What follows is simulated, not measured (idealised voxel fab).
process module | voxel gate over fins
It is cross-section cut that appears here, measuring 290 nm in width, its square cells being 5 nm in size.
Cross-section = grid of square cells, listed top down in bands; band = one or more rows. In this notation a band is specified by the heights of its top and bottom, in that order and in nm, after which its materials appear from left to right, each paired with its width in nm. The word "edge to edge" attached to a single material means that material fills the band from edge to edge; the word "air" stands for empty space. Measure heights from 0. That's the level where, below it, the as-received wafer is all one material. The lowest band is bottomless and extends downward; write it as in "0 down". Think of "30->40" as a width that walks from the first number to the second as you go down the band, top row to bottom row, taking equal-sized steps from row to row. "nothing got changed" after a step means that no cell of the cross-section changed. So "Closed internal cavities" is basically the list of trapped voids: any empty space of 8 cells or more that can't reach the top through an opening. They're written width x height at distance, the distance being from the left edge, and it's all nm. Heads up: the bit after the settings on a step's line is the simulator's remark on that step. A step's line can hold "overlay nm"; with a mask on that step, the setting says how far right of the planned place the mask lay, while a negative setting says it lay to the left.

Listed below are the process steps as planned:
step 1: RECEIVE with material Si
step 2: CONFORMAL_DEP with material SiN, thk nm 5
step 3: PATTERN with tone cover, mask id FINS, material resist, width nm 15, pitch nm 40, thk nm 15, overlay nm 0
step 4: DIRECTIONAL_ETCH with etch materials SiN, depth nm 5
step 5: DIRECTIONAL_ETCH with etch materials Si, depth nm 35
step 6: STRIP with etch materials resist
step 7: OXIDIZE with depth nm 5
step 8: FILL_DEP with material SiO2, thk nm 5
step 9: CMP with height nm 5
step 10: SELECTIVE_ETCH with etch materials SiO2, depth nm 20
step 11: STRIP with etch materials SiN
step 12: CONFORMAL_DEP with material HfO2, thk nm 5
step 13: CONFORMAL_DEP with material TiN, thk nm 5
step 14: FILL_DEP with material W, thk nm 15
step 15: CMP with height nm 20
step 16: CONFORMAL_DEP with material SiN, thk nm 10

Of two wafers, the first: run according to plan:

Delivered wafer in cross-section: state after step 1:
* 0 down = Si edge to edge
* Closed internal cavities: none

The wafer, seen in cross-section, after step 2:
* 5 to 0 = SiN edge to edge
* Below a height of 0, the structure has not been altered.

The wafer, seen in cross-section, after step 3:
* 20 to 5 = 75 air / 15 resist / 25 air / 15 resist / 25 air / 15 resist / 25 air / 15 resist / 80 air
* Below a height of 5, the structure has not been altered.

The wafer, seen in cross-section, after step 4:
* 20 to 5 = 75 air / 15 resist / 25 air / 15 resist / 25 air / 15 resist / 25 air / 15 resist / 80 air
* 5 to 0 = 75 air / 15 SiN / 25 air / 15 SiN / 25 air / 15 SiN / 25 air / 15 SiN / 80 air
* Below a height of 0, the structure has not been altered.

The wafer, seen in cross-section, after step 5:
* 20 to 5 = 75 air / 15 resist / 25 air / 15 resist / 25 air / 15 resist / 25 air / 15 resist / 80 air
* 5 to 0 = 75 air / 15 SiN / 25 air / 15 SiN / 25 air / 15 SiN / 25 air / 15 SiN / 80 air
* 0 to -35 = 75 air / 15 Si / 25 air / 15 Si / 25 air / 15 Si / 25 air / 15 Si / 80 air
* Below a height of -35, the structure has not been altered.

The wafer, seen in cross-section, after step 6:
* 5 to 0 = 75 air / 15 SiN / 25 air / 15 SiN / 25 air / 15 SiN / 25 air / 15 SiN / 80 air
* Below a height of 0, the structure has not been altered.

The wafer, seen in cross-section, after step 7:
* 5 to 0 = 75 air / 15 SiN / 25 air / 15 SiN / 25 air / 15 SiN / 25 air / 15 SiN / 80 air
* 0 to -35 = 75 air / 5 SiO2 / 5 Si / 5 SiO2 / 25 air / 5 SiO2 / 5 Si / 5 SiO2 / 25 air / 5 SiO2 / 5 Si / 5 SiO2 / 25 air / 5 SiO2 / 5 Si / 5 SiO2 / 80 air
* -35 to -40 = 80 SiO2 / 5 Si / 35 SiO2 / 5 Si / 35 SiO2 / 5 Si / 35 SiO2 / 5 Si / 85 SiO2
* Below a height of -40, the structure has not been altered.

The wafer, seen in cross-section, after step 8:
* 10 to 5 = SiO2 edge to edge
* 5 to 0 = 75 SiO2 / 15 SiN / 25 SiO2 / 15 SiN / 25 SiO2 / 15 SiN / 25 SiO2 / 15 SiN / 80 SiO2
* 0 to -40 = 80 SiO2 / 5 Si / 35 SiO2 / 5 Si / 35 SiO2 / 5 Si / 35 SiO2 / 5 Si / 85 SiO2
* Below a height of -40, the structure has not been altered.

The wafer, seen in cross-section, after step 9:
* 5 to 0 = 75 SiO2 / 15 SiN / 25 SiO2 / 15 SiN / 25 SiO2 / 15 SiN / 25 SiO2 / 15 SiN / 80 SiO2
* Below a height of 0, the structure has not been altered.

The wafer, seen in cross-section, after step 10:
* 5 to 0 = 75 air / 15 SiN / 25 air / 15 SiN / 25 air / 15 SiN / 25 air / 15 SiN / 80 air
* 0 to -15 = 80 air / 5 Si / 35 air / 5 Si / 35 air / 5 Si / 35 air / 5 Si / 85 air
* Below a height of -15, the structure has not been altered.

The wafer, seen in cross-section, after step 11:
* 0 to -15 = 80 air / 5 Si / 35 air / 5 Si / 35 air / 5 Si / 35 air / 5 Si / 85 air
* Below a height of -15, the structure has not been altered.

The wafer, seen in cross-section, after step 12:
* 5 to 0 = 75 air / 15 HfO2 / 25 air / 15 HfO2 / 25 air / 15 HfO2 / 25 air / 15 HfO2 / 80 air
* 0 to -10 = 75 air / 5 HfO2 / 5 Si / 5 HfO2 / 25 air / 5 HfO2 / 5 Si / 5 HfO2 / 25 air / 5 HfO2 / 5 Si / 5 HfO2 / 25 air / 5 HfO2 / 5 Si / 5 HfO2 / 80 air
* -10 to -15 = 80 HfO2 / 5 Si / 35 HfO2 / 5 Si / 35 HfO2 / 5 Si / 35 HfO2 / 5 Si / 85 HfO2
* Below a height of -15, the structure has not been altered.

The wafer, seen in cross-section, after step 13:
* 10 to 5 = 70 air / 25 TiN / 15 air / 25 TiN / 15 air / 25 TiN / 15 air / 25 TiN / 75 air
* 5 to 0 = 70 air / 5 TiN / 15 HfO2 / 5 TiN / 15 air / 5 TiN / 15 HfO2 / 5 TiN / 15 air / 5 TiN / 15 HfO2 / 5 TiN / 15 air / 5 TiN / 15 HfO2 / 5 TiN / 75 air
* 0 to -5 = 70 air / 5 TiN / 5 HfO2 / 5 Si / 5 HfO2 / 5 TiN / 15 air / 5 TiN / 5 HfO2 / 5 Si / 5 HfO2 / 5 TiN / 15 air / 5 TiN / 5 HfO2 / 5 Si / 5 HfO2 / 5 TiN / 15 air / 5 TiN / 5 HfO2 / 5 Si / 5 HfO2 / 5 TiN / 75 air
* -5 to -10 = 75 TiN / 5 HfO2 / 5 Si / 5 HfO2 / 25 TiN / 5 HfO2 / 5 Si / 5 HfO2 / 25 TiN / 5 HfO2 / 5 Si / 5 HfO2 / 25 TiN / 5 HfO2 / 5 Si / 5 HfO2 / 80 TiN
* Below a height of -10, the structure has not been altered.

The wafer, seen in cross-section, after step 14:
* 25 to 10 = W edge to edge
* 10 to 5 = 70 W / 25 TiN / 15 W / 25 TiN / 15 W / 25 TiN / 15 W / 25 TiN / 75 W
* 5 to 0 = 70 W / 5 TiN / 15 HfO2 / 5 TiN / 15 W / 5 TiN / 15 HfO2 / 5 TiN / 15 W / 5 TiN / 15 HfO2 / 5 TiN / 15 W / 5 TiN / 15 HfO2 / 5 TiN / 75 W
* 0 to -5 = 70 W / 5 TiN / 5 HfO2 / 5 Si / 5 HfO2 / 5 TiN / 15 W / 5 TiN / 5 HfO2 / 5 Si / 5 HfO2 / 5 TiN / 15 W / 5 TiN / 5 HfO2 / 5 Si / 5 HfO2 / 5 TiN / 15 W / 5 TiN / 5 HfO2 / 5 Si / 5 HfO2 / 5 TiN / 75 W
* Below a height of -5, the structure has not been altered.

The wafer, seen in cross-section, after step 15:
* 20 to 10 = W edge to edge
* Below a height of 10, the structure has not been altered.

The wafer, seen in cross-section, after step 16:
* 30 to 20 = SiN edge to edge
* Below a height of 20, the structure has not been altered.

Okay, second wafer. Nothing different at the start, nothing different in the plan, just one mistake somewhere in the running. As far as step 4, counting that step, it's the first wafer all over again:

Look at the second wafer in cross-section at the time step 5 ought to have finished:
* 20 to 5 = 75 air / 15 resist / 25 air / 15 resist / 25 air / 15 resist / 25 air / 15 resist / 80 air
* 5 to 0 = 75 air / 15 SiN / 25 air / 15 SiN / 25 air / 15 SiN / 25 air / 15 SiN / 80 air
* 0 to -45 = 75 air / 15 Si / 25 air / 15 Si / 25 air / 15 Si / 25 air / 15 Si / 80 air
* Below a height of -45, the structure has not been altered.

Look at the second wafer in cross-section at the time step 6 ought to have finished:
* 5 to 0 = 75 air / 15 SiN / 25 air / 15 SiN / 25 air / 15 SiN / 25 air / 15 SiN / 80 air
* Below a height of 0, the structure has not been altered.

Look at the second wafer in cross-section at the time step 7 ought to have finished:
* 5 to 0 = 75 air / 15 SiN / 25 air / 15 SiN / 25 air / 15 SiN / 25 air / 15 SiN / 80 air
* 0 to -45 = 75 air / 5 SiO2 / 5 Si / 5 SiO2 / 25 air / 5 SiO2 / 5 Si / 5 SiO2 / 25 air / 5 SiO2 / 5 Si / 5 SiO2 / 25 air / 5 SiO2 / 5 Si / 5 SiO2 / 80 air
* -45 to -50 = 80 SiO2 / 5 Si / 35 SiO2 / 5 Si / 35 SiO2 / 5 Si / 35 SiO2 / 5 Si / 85 SiO2
* Below a height of -50, the structure has not been altered.

Look at the second wafer in cross-section at the time step 8 ought to have finished:
* 10 to 5 = SiO2 edge to edge
* 5 to 0 = 75 SiO2 / 15 SiN / 25 SiO2 / 15 SiN / 25 SiO2 / 15 SiN / 25 SiO2 / 15 SiN / 80 SiO2
* 0 to -50 = 80 SiO2 / 5 Si / 35 SiO2 / 5 Si / 35 SiO2 / 5 Si / 35 SiO2 / 5 Si / 85 SiO2
* Below a height of -50, the structure has not been altered.

Look at the second wafer in cross-section at the time step 9 ought to have finished:
* 5 to 0 = 75 SiO2 / 15 SiN / 25 SiO2 / 15 SiN / 25 SiO2 / 15 SiN / 25 SiO2 / 15 SiN / 80 SiO2
* Below a height of 0, the structure has not been altered.

Look at the second wafer in cross-section at the time step 10 ought to have finished:
* 5 to 0 = 75 air / 15 SiN / 25 air / 15 SiN / 25 air / 15 SiN / 25 air / 15 SiN / 80 air
* 0 to -15 = 80 air / 5 Si / 35 air / 5 Si / 35 air / 5 Si / 35 air / 5 Si / 85 air
* Below a height of -15, the structure has not been altered.

Look at the second wafer in cross-section at the time step 11 ought to have finished:
* 0 to -15 = 80 air / 5 Si / 35 air / 5 Si / 35 air / 5 Si / 35 air / 5 Si / 85 air
* Below a height of -15, the structure has not been altered.

Look at the second wafer in cross-section at the time step 12 ought to have finished:
* 5 to 0 = 75 air / 15 HfO2 / 25 air / 15 HfO2 / 25 air / 15 HfO2 / 25 air / 15 HfO2 / 80 air
* 0 to -10 = 75 air / 5 HfO2 / 5 Si / 5 HfO2 / 25 air / 5 HfO2 / 5 Si / 5 HfO2 / 25 air / 5 HfO2 / 5 Si / 5 HfO2 / 25 air / 5 HfO2 / 5 Si / 5 HfO2 / 80 air
* -10 to -15 = 80 HfO2 / 5 Si / 35 HfO2 / 5 Si / 35 HfO2 / 5 Si / 35 HfO2 / 5 Si / 85 HfO2
* Below a height of -15, the structure has not been altered.

Look at the second wafer in cross-section at the time step 13 ought to have finished:
* 10 to 5 = 70 air / 25 TiN / 15 air / 25 TiN / 15 air / 25 TiN / 15 air / 25 TiN / 75 air
* 5 to 0 = 70 air / 5 TiN / 15 HfO2 / 5 TiN / 15 air / 5 TiN / 15 HfO2 / 5 TiN / 15 air / 5 TiN / 15 HfO2 / 5 TiN / 15 air / 5 TiN / 15 HfO2 / 5 TiN / 75 air
* 0 to -5 = 70 air / 5 TiN / 5 HfO2 / 5 Si / 5 HfO2 / 5 TiN / 15 air / 5 TiN / 5 HfO2 / 5 Si / 5 HfO2 / 5 TiN / 15 air / 5 TiN / 5 HfO2 / 5 Si / 5 HfO2 / 5 TiN / 15 air / 5 TiN / 5 HfO2 / 5 Si / 5 HfO2 / 5 TiN / 75 air
* -5 to -10 = 75 TiN / 5 HfO2 / 5 Si / 5 HfO2 / 25 TiN / 5 HfO2 / 5 Si / 5 HfO2 / 25 TiN / 5 HfO2 / 5 Si / 5 HfO2 / 25 TiN / 5 HfO2 / 5 Si / 5 HfO2 / 80 TiN
* Below a height of -10, the structure has not been altered.

Look at the second wafer in cross-section at the time step 14 ought to have finished:
* 25 to 10 = W edge to edge
* 10 to 5 = 70 W / 25 TiN / 15 W / 25 TiN / 15 W / 25 TiN / 15 W / 25 TiN / 75 W
* 5 to 0 = 70 W / 5 TiN / 15 HfO2 / 5 TiN / 15 W / 5 TiN / 15 HfO2 / 5 TiN / 15 W / 5 TiN / 15 HfO2 / 5 TiN / 15 W / 5 TiN / 15 HfO2 / 5 TiN / 75 W
* 0 to -5 = 70 W / 5 TiN / 5 HfO2 / 5 Si / 5 HfO2 / 5 TiN / 15 W / 5 TiN / 5 HfO2 / 5 Si / 5 HfO2 / 5 TiN / 15 W / 5 TiN / 5 HfO2 / 5 Si / 5 HfO2 / 5 TiN / 15 W / 5 TiN / 5 HfO2 / 5 Si / 5 HfO2 / 5 TiN / 75 W
* Below a height of -5, the structure has not been altered.

Look at the second wafer in cross-section at the time step 15 ought to have finished:
* 20 to 10 = W edge to edge
* Below a height of 10, the structure has not been altered.

Look at the second wafer in cross-section at the time step 16 ought to have finished:
* 30 to 20 = SiN edge to edge
* Below a height of 20, the structure has not been altered.
Deviation noted in wafer processing: step 5 ran differently from the plan; actual operation with settings: DIRECTIONAL_ETCH with etch materials Si, depth nm 45
Bottom line after processing is that, in cells, the second wafer is up or down on some materials versus the first: Si -108 | SiO2 +108
